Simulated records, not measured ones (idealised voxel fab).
Name of the process module below: voxel air gaps
Section cut is 245 nm wide and gridded with 5 nm square cells.
Cross-sections here: square-cell grids, written as top-down lists of bands, a band being one or more rows of cells. Band: top height; bottom height; in nm. Then, left to right: material with width in nm, for each material. "full width": a single material spanning edge to edge. "air": empty space. The reference from which all heights are counted is 0, the level beneath which the as-received wafer is entirely one material; the lowest band, having no lower bound, proceeds downward and is written after the example "z 0 and below". A two-number width, for instance "30->40", indicates that the width is equal to the first number in the top row of the band and to the second number in the bottom row, and that it changes by a constant amount per row of cells. Reading "all unchanged" for a step: not a cell of the cross-section changed in it. Entry "Cavities, closed". Content: empty spaces with no open connection to the top, size 8 cells or greater. Each: width x height at distance. Distance: from left edge. Unit: nm. If you see something after the settings on a step's line, that's the simulator's own remark about that step. overlay nm: mask offset rightward from planned place, masked step; negative means leftward offset.
**plan**
1 RECEIVE | material Si
2 CONFORMAL_DEP | material SiO2 | thk nm 10
3 CONFORMAL_DEP | material SiN | thk nm 5
4 DIRECTIONAL_DEP | material lowk | thk nm 35
5 DIRECTIONAL_DEP | material aC | thk nm 10
6 PATTERN | tone open | mask id LINES | material resist | width nm 20 | pitch nm 50 | thk nm 25 | overlay nm 0
7 DIRECTIONAL_ETCH | etch materials aC | depth nm 10
8 STRIP | etch materials resist
9 DIRECTIONAL_ETCH | etch materials lowk | depth nm 35
10 STRIP | etch materials aC
11 CONFORMAL_DEP | material TiN | thk nm 5
12 FILL_DEP | material Ru | thk nm 5
13 CMP | height nm 50
14 EPI | material Ru | thk nm 10
15 SELECTIVE_ETCH | etch materials lowk | depth nm 45
16 CONFORMAL_DEP | material SiCN | thk nm 5
**Wafer cross-section on receipt, i.e. after step 1**
- z 0 and below  Si full width
- Cavities, closed: none
**The following cross-section depicts the wafer upon conclusion of the module. Processing commenced from the starting condition illustrated above and adhered to the plan illustrated above, save for one mistake in execution**
- z 65 to 60  air 45 | TiN 150 | air 50
- z 60 to 50  air 45 | TiN 5 | Ru 40 | TiN 10 | Ru 40 | TiN 10 | Ru 40 | TiN 5 | air 50
- z 50 to 45  air 45 | TiN 20 | Ru 10 | TiN 40 | Ru 10 | TiN 40 | Ru 10 | TiN 20 | air 50
- z 45 to 20  air 55 | TiN 10 | Ru 10 | TiN 10 | air 20 | TiN 10 | Ru 10 | TiN 10 | air 20 | TiN 10 | Ru 10 | TiN 10 | air 60
- z 20 to 15  TiN full width
- z 15 to 10  SiN full width
- z 10 to 0  SiO2 full width
- z 0 and below  Si full width
- Cavities, closed: 20 x 25 at 85; 20 x 25 at 135
Run error: step 16 did not use the planned setting and instead ran as CONFORMAL_DEP | material TiN | thk nm 5
